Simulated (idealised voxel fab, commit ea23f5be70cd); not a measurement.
The process module that follows is named voxel local oxidation.
This is section cut - it's 205 nm across, gridded in 5 nm square cells.
Just so we're on the same page, the cross-sections are grids of square cells, and they're listed out in bands top to bottom, each band one or more rows deep. For a band, the entry starts with two heights in nm, that of the top and then that of the bottom, and carries on with the band's materials in order from left to right, each alongside its width in nm; the word "everywhere" beside a single material means it fills the band edge to edge, and "air" means empty space. A quick word on heights: they are counted from 0, and under that level the wafer as it came to us is one material throughout. The lowest band is different from the rest in having no bottom; it simply continues downward, written as in "0 down". Width "30..40": first value at the band's top row of cells, second value at its bottom row, equal change from row to row. "remained the same" after a step means that no cell of the cross-section changed. "Voids, sealed": sealed empty spaces, 8 cells or more, no open way to top, listed width x height at distance, with distance from the left edge and width, height and distance in nm. What comes after the settings on a step's line is commentary from the simulator itself on that step. overlay nm: for a step with a mask, the amount by which the mask lay right of where it was planned; a negative amount means left of it.

# Steps in the process plan
1. RECEIVE: material Si
2. OXIDIZE: depth nm 5
3. CONFORMAL_DEP: material SiN, thk nm 15
4. DIRECTIONAL_DEP: material aC, thk nm 15
5. PATTERN: tone cover, mask id ACTIVE, material resist, width nm 130, thk nm 35, overlay nm 0
6. DIRECTIONAL_ETCH: etch materials aC, depth nm 15
7. STRIP: etch materials resist
8. DIRECTIONAL_ETCH: etch materials SiN, depth nm 15
9. STRIP: etch materials aC
10. SELECTIVE_ETCH: etch materials SiO2, depth nm 5
11. OXIDIZE: depth nm 15
12. STRIP: etch materials SiN

# The cross-section here shows the wafer as received, i.e. in its state after step 1
0 down | Si everywhere
Voids, sealed: none

# Figure: cross-sectional view of the wafer upon completion of the module, processed from the initial state and according to the plan depicted above, with one error introduced during execution
0 to -5 | air 45; SiO2 115; air 45
-5 to -20 | SiO2 60; Si 85; SiO2 60
-20 down | Si everywhere
Voids, sealed: none
The mistake made against the process plan was this: step 5 ran as: PATTERN: tone cover, mask id ACTIVE, material resist, width nm 125, thk nm 35, overlay nm 0
